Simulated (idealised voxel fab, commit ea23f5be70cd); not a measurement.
process module | voxel self aligned vias
cross-section cut | 185 nm wide | cells 5 nm
A cross-section is a grid of square cells, given in bands from the top down. A band is one or more rows of cells.
Each band's line starts with the height of the band's top and of its bottom, in nm. Then come its materials from left to right, each with its width in nm. One material with "throughout" fills the band from edge to edge. "air" is empty space.
Height 0 is the level under which the wafer as received is all one material. The lowest band goes on downwards, as in "0 down".
A width such as "30 to 40" changes by the same amount from each row of cells to the next, from the band's top row to its bottom row.
"no change" after a step means that no cell of the cross-section changed.
closed voids: empty space of 8 cells or more with no open way to the top, each as width x height at its distance from the left edge, in nm
after a step's settings: what the simulator itself notes on the step
overlay nm, on a step with a mask: how far to the right of its planned place the mask lay; to the left if negative
Each pair below shows a cross-section before one step and the cross-section after it, down to the lowest band that changed. The line under each pair gives the step between them, with its settings. The pairs can come from different runs of this module on the same starting wafer, so a pair continues from the pair above only where its "before" says so.
before
  65 to 60: TiN 40 | air 30 | TiN 115
  60 to 45: SiO2 35 | TiN 5 | air 30 | TiN 5 | SiO2 110
  45 to 40: SiO2 35 | TiN 20 | air 5 | TiN 15 | SiO2 110
  40 to 35: SiO2 50 | TiN 15 | SiO2 55 | SiN 15 | SiO2 50
  35 to 25: SiO2 50 | TiN 5 | W 5 | TiN 5 | SiO2 55 | TiN 5 | W 5 | TiN 5 | SiO2 50
  25 to 20: SiO2 50 | TiN 15 | SiO2 55 | TiN 15 | SiO2 50
  20 to 15: SiCN throughout
  15 to 0: SiO2 throughout
  0 down: Si throughout
  closed voids: none
after
  70 to 65: Cu throughout
  65 to 60: TiN 40 | Cu 30 | TiN 115
  60 to 45: SiO2 35 | TiN 5 | Cu 30 | TiN 5 | SiO2 110
  45 to 40: SiO2 35 | TiN 20 | Cu 5 | TiN 15 | SiO2 110
  below 40: unchanged
  closed voids: none
the step between: op FILL_DEP | material Cu | thk nm 5
before: the cross-section after the pair above
after
  60 to 45: SiO2 35 | TiN 5 | Cu 30 | TiN 5 | SiO2 110
  below 45: unchanged
  closed voids: none
the step between: op CMP | height nm 60
before: the cross-section after the pair above
after
  65 to 60: SiCN throughout
  below 60: unchanged
  closed voids: none
the step between: op CONFORMAL_DEP | material SiCN | thk nm 5
before
  75 to 60: aC throughout
  60 to 40: SiO2 throughout
  40 to 35: SiO2 45 | SiN 20 | SiO2 50 | SiN 20 | SiO2 50
  35 to 25: SiO2 45 | TiN 5 | W 10 | TiN 5 | SiO2 50 | TiN 5 | W 10 | TiN 5 | SiO2 50
  25 to 20: SiO2 45 | TiN 20 | SiO2 50 | TiN 20 | SiO2 50
  20 to 15: SiCN throughout
  15 to 0: SiO2 throughout
  0 down: Si throughout
  closed voids: none
after
  105 to 75: resist 45 | air 40 | resist 100
  below 75: unchanged
  closed voids: none
the step between: op PATTERN | tone open | mask id VIAS | material resist | width nm 40 | thk nm 30 | overlay nm 10
before: the cross-section after the pair above
after
  90 to 75: resist 45 | air 40 | resist 100
  75 to 60: aC 45 | air 40 | aC 100
  below 60: unchanged
  closed voids: none
the step between: op DIRECTIONAL_ETCH | etch materials aC | depth nm 15
before: the cross-section after the pair above
after
  75 to 60: aC 45 | air 40 | aC 100
  below 60: unchanged
  closed voids: none
the step between: op STRIP | etch materials resist
before: the cross-section after the pair above
after
  75 to 60: aC 45 | air 40 | aC 100
  60 to 40: SiO2 45 | air 40 | SiO2 100
  below 40: unchanged
  closed voids: none
the step between: op DIRECTIONAL_ETCH | etch materials SiO2 | depth nm 20
before: the cross-section after the pair above
after
  75 to 60: aC 45 | air 40 | aC 100
  60 to 40: SiO2 45 | air 40 | SiO2 100
  40 to 35: SiO2 45 | air 20 | SiO2 50 | SiN 20 | SiO2 50
  below 35: unchanged
  closed voids: none
the step between: op DIRECTIONAL_ETCH | etch materials SiN | depth nm 5
before: the cross-section after the pair above
after
  60 to 40: SiO2 45 | air 40 | SiO2 100
  below 40: unchanged
  closed voids: none
the step between: op STRIP | etch materials aC
before: the cross-section after the pair above
after
  65 to 60: TiN 50 | air 30 | TiN 105
  60 to 45: SiO2 45 | TiN 5 | air 30 | TiN 5 | SiO2 100
  45 to 40: SiO2 45 | TiN 5 | air 10 | TiN 25 | SiO2 100
  40 to 35: SiO2 45 | TiN 20 | SiO2 50 | SiN 20 | SiO2 50
  below 35: unchanged
  closed voids: none
the step between: op CONFORMAL_DEP | material TiN | thk nm 5
before: the cross-section after the pair above
after
  70 to 65: Cu throughout
  65 to 60: TiN 50 | Cu 30 | TiN 105
  60 to 45: SiO2 45 | TiN 5 | Cu 30 | TiN 5 | SiO2 100
  45 to 40: SiO2 45 | TiN 5 | Cu 10 | TiN 25 | SiO2 100
  below 40: unchanged
  closed voids: none
the step between: op FILL_DEP | material Cu | thk nm 5
before: the cross-section after the pair above
after
  60 to 45: SiO2 45 | TiN 5 | Cu 30 | TiN 5 | SiO2 100
  below 45: unchanged
  closed voids: none
the step between: op CMP | height nm 60
before: the cross-section after the pair above
after
  65 to 60: SiCN throughout
  below 60: unchanged
  closed voids: none
the step between: op CONFORMAL_DEP | material SiCN | thk nm 5
before
  15 to 0: SiO2 throughout
  0 down: Si throughout
  closed voids: none
after
  20 to 15: TiN throughout
  below 15: unchanged
  closed voids: none
the step between: op CONFORMAL_DEP | material TiN | thk nm 5
before: the cross-section after the pair above
after
  40 to 20: SiO2 throughout
  below 20: unchanged
  closed voids: none
the step between: op DIRECTIONAL_DEP | material SiO2 | thk nm 20
before: the cross-section after the pair above
after
  55 to 40: aC throughout
  below 40: unchanged
  closed voids: none
the step between: op DIRECTIONAL_DEP | material aC | thk nm 15
before: the cross-section after the pair above
after
  90 to 55: resist 45 | air 20 | resist 50 | air 20 | resist 50
  below 55: unchanged
  closed voids: none
the step between: op PATTERN | tone open | mask id LINES | material resist | width nm 20 | pitch nm 70 | thk nm 35 | overlay nm 0
before: the cross-section after the pair above
after
  75 to 55: resist 45 | air 20 | resist 50 | air 20 | resist 50
  55 to 40: aC 45 | air 20 | aC 50 | air 20 | aC 50
  below 40: unchanged
  closed voids: none
the step between: op DIRECTIONAL_ETCH | etch materials aC | depth nm 15
before: the cross-section after the pair above
after
  55 to 40: aC 45 | air 20 | aC 50 | air 20 | aC 50
  below 40: unchanged
  closed voids: none
the step between: op STRIP | etch materials resist
before: the cross-section after the pair above
after
  55 to 40: aC 45 | air 20 | aC 50 | air 20 | aC 50
  40 to 20: SiO2 45 | air 20 | SiO2 50 | air 20 | SiO2 50
  below 20: unchanged
  closed voids: none
the step between: op DIRECTIONAL_ETCH | etch materials SiO2 | depth nm 20
before: the cross-section after the pair above
after
  40 to 20: SiO2 45 | air 20 | SiO2 50 | air 20 | SiO2 50
  below 20: unchanged
  closed voids: none
the step between: op STRIP | etch materials aC
before: the cross-section after the pair above
after
  45 to 40: TiN 50 | air 10 | TiN 60 | air 10 | TiN 55
  40 to 25: SiO2 45 | TiN 5 | air 10 | TiN 5 | SiO2 50 | TiN 5 | air 10 | TiN 5 | SiO2 50
  25 to 20: SiO2 45 | TiN 20 | SiO2 50 | TiN 20 | SiO2 50
  below 20: unchanged
  closed voids: none
the step between: op CONFORMAL_DEP | material TiN | thk nm 5
before: the cross-section after the pair above
after
  50 to 45: W throughout
  45 to 40: TiN 50 | W 10 | TiN 60 | W 10 | TiN 55
  40 to 25: SiO2 45 | TiN 5 | W 10 | TiN 5 | SiO2 50 | TiN 5 | W 10 | TiN 5 | SiO2 50
  below 25: unchanged
  closed voids: none
the step between: op FILL_DEP | material W | thk nm 5
before: the cross-section after the pair above
after
  40 to 25: SiO2 45 | TiN 5 | W 10 | TiN 5 | SiO2 50 | TiN 5 | W 10 | TiN 5 | SiO2 50
  below 25: unchanged
  closed voids: none
the step between: op CMP | height nm 40
before: the cross-section after the pair above
after
  40 to 35: SiO2 45 | air 20 | SiO2 50 | air 20 | SiO2 50
  below 35: unchanged
  closed voids: none
the step between: op SELECTIVE_ETCH | etch materials W Ru TiN | depth nm 5
before: the cross-section after the pair above
after
  45 to 40: SiN throughout
  40 to 35: SiO2 45 | SiN 20 | SiO2 50 | SiN 20 | SiO2 50
  below 35: unchanged
  closed voids: none
the step between: op FILL_DEP | material SiN | thk nm 5
before: the cross-section after the pair above
after
  40 to 35: SiO2 45 | SiN 20 | SiO2 50 | SiN 20 | SiO2 50
  below 35: unchanged
  closed voids: none
the step between: op CMP | height nm 40
before: the cross-section after the pair above
after
  60 to 40: SiO2 throughout
  below 40: unchanged
  closed voids: none
the step between: op DIRECTIONAL_DEP | material SiO2 | thk nm 20
before: the cross-section after the pair above
after
  75 to 60: aC throughout
  below 60: unchanged
  closed voids: none
the step between: op DIRECTIONAL_DEP | material aC | thk nm 15
before: the cross-section after the pair above
after
  105 to 75: resist 35 | air 40 | resist 110
  below 75: unchanged
  closed voids: none
the step between: op PATTERN | tone open | mask id VIAS | material resist | width nm 40 | thk nm 30 | overlay nm 0
before: the cross-section after the pair above
after
  90 to 75: resist 35 | air 40 | resist 110
  75 to 60: aC 35 | air 40 | aC 110
  below 60: unchanged
  closed voids: none
the step between: op DIRECTIONAL_ETCH | etch materials aC | depth nm 15
before: the cross-section after the pair above
after
  75 to 60: aC 35 | air 40 | aC 110
  below 60: unchanged
  closed voids: none
the step between: op STRIP | etch materials resist
before: the cross-section after the pair above
after
  75 to 60: aC 35 | air 40 | aC 110
  60 to 40: SiO2 35 | air 40 | SiO2 110
  below 40: unchanged
  closed voids: none
the step between: op DIRECTIONAL_ETCH | etch materials SiO2 | depth nm 20
before: the cross-section after the pair above
after
  75 to 60: aC 35 | air 40 | aC 110
  60 to 40: SiO2 35 | air 40 | SiO2 110
  40 to 35: SiO2 45 | air 20 | SiO2 50 | SiN 20 | SiO2 50
  below 35: unchanged
  closed voids: none
the step between: op DIRECTIONAL_ETCH | etch materials SiN | depth nm 5
before: the cross-section after the pair above
after
  60 to 40: SiO2 35 | air 40 | SiO2 110
  below 40: unchanged
  closed voids: none
the step between: op STRIP | etch materials aC
before: the cross-section after the pair above
after
  65 to 60: TiN 40 | air 30 | TiN 115
  60 to 45: SiO2 35 | TiN 5 | air 30 | TiN 5 | SiO2 110
  45 to 40: SiO2 35 | TiN 15 | air 10 | TiN 15 | SiO2 110
  40 to 35: SiO2 45 | TiN 20 | SiO2 50 | SiN 20 | SiO2 50
  below 35: unchanged
  closed voids: none
the step between: op CONFORMAL_DEP | material TiN | thk nm 5
before: the cross-section after the pair above
after
  70 to 65: Cu throughout
  65 to 60: TiN 40 | Cu 30 | TiN 115
  60 to 45: SiO2 35 | TiN 5 | Cu 30 | TiN 5 | SiO2 110
  45 to 40: SiO2 35 | TiN 15 | Cu 10 | TiN 15 | SiO2 110
  below 40: unchanged
  closed voids: none
the step between: op FILL_DEP | material Cu | thk nm 5
before: the cross-section after the pair above
after
  60 to 45: SiO2 35 | TiN 5 | Cu 30 | TiN 5 | SiO2 110
  below 45: unchanged
  closed voids: none
the step between: op CMP | height nm 60
before: the cross-section after the pair above
after
  65 to 60: SiCN throughout
  below 60: unchanged
  closed voids: none
the step between: op CONFORMAL_DEP | material SiCN | thk nm 5
before
  75 to 60: aC throughout
  60 to 40: SiO2 throughout
  40 to 35: SiO2 45 | SiN 20 | SiO2 50 | SiN 20 | SiO2 50
  35 to 25: SiO2 45 | TiN 5 | W 10 | TiN 5 | SiO2 50 | TiN 5 | W 10 | TiN 5 | SiO2 50
  25 to 20: SiO2 45 | TiN 20 | SiO2 50 | TiN 20 | SiO2 50
  20 to 15: SiCN throughout
  15 to 0: SiO2 throughout
  0 down: Si throughout
  closed voids: none
after
  105 to 75: air 35 | resist 40 | air 110
  below 75: unchanged
  closed voids: none
the step between: op PATTERN | tone cover | mask id VIAS | material resist | width nm 40 | thk nm 30 | overlay nm 0
before: the cross-section after the pair above
after
  90 to 75: air 35 | resist 40 | air 110
  75 to 60: air 35 | aC 40 | air 110
  below 60: unchanged
  closed voids: none
the step between: op DIRECTIONAL_ETCH | etch materials aC | depth nm 15
before: the cross-section after the pair above
after
  75 to 60: air 35 | aC 40 | air 110
  below 60: unchanged
  closed voids: none
the step between: op STRIP | etch materials resist
before: the cross-section after the pair above
after
  75 to 60: air 35 | aC 40 | air 110
  60 to 40: air 35 | SiO2 40 | air 110
  below 40: unchanged
  closed voids: none
the step between: op DIRECTIONAL_ETCH | etch materials SiO2 | depth nm 20
before: the cross-section after the pair above
after
  75 to 60: air 35 | aC 40 | air 110
  60 to 40: air 35 | SiO2 40 | air 110
  40 to 35: SiO2 45 | SiN 20 | SiO2 50 | air 20 | SiO2 50
  below 35: unchanged
  closed voids: none
the step between: op DIRECTIONAL_ETCH | etch materials SiN | depth nm 5
before: the cross-section after the pair above
after
  60 to 40: air 35 | SiO2 40 | air 110
  below 40: unchanged
  closed voids: none
the step between: op STRIP | etch materials aC
before: the cross-section after the pair above
after
  65 to 60: air 30 | TiN 50 | air 105
  60 to 45: air 30 | TiN 5 | SiO2 40 | TiN 5 | air 105
  45 to 40: TiN 35 | SiO2 40 | TiN 45 | air 10 | TiN 55
  40 to 35: SiO2 45 | SiN 20 | SiO2 50 | TiN 20 | SiO2 50
  below 35: unchanged
  closed voids: none
the step between: op CONFORMAL_DEP | material TiN | thk nm 5
before: the cross-section after the pair above
after
  70 to 65: Cu throughout
  65 to 60: Cu 30 | TiN 50 | Cu 105
  60 to 45: Cu 30 | TiN 5 | SiO2 40 | TiN 5 | Cu 105
  45 to 40: TiN 35 | SiO2 40 | TiN 45 | Cu 10 | TiN 55
  below 40: unchanged
  closed voids: none
the step between: op FILL_DEP | material Cu | thk nm 5
before: the cross-section after the pair above
after
  60 to 45: Cu 30 | TiN 5 | SiO2 40 | TiN 5 | Cu 105
  below 45: unchanged
  closed voids: none
the step between: op CMP | height nm 60
before: the cross-section after the pair above
after
  65 to 60: SiCN throughout
  below 60: unchanged
  closed voids: none
the step between: op CONFORMAL_DEP | material SiCN | thk nm 5
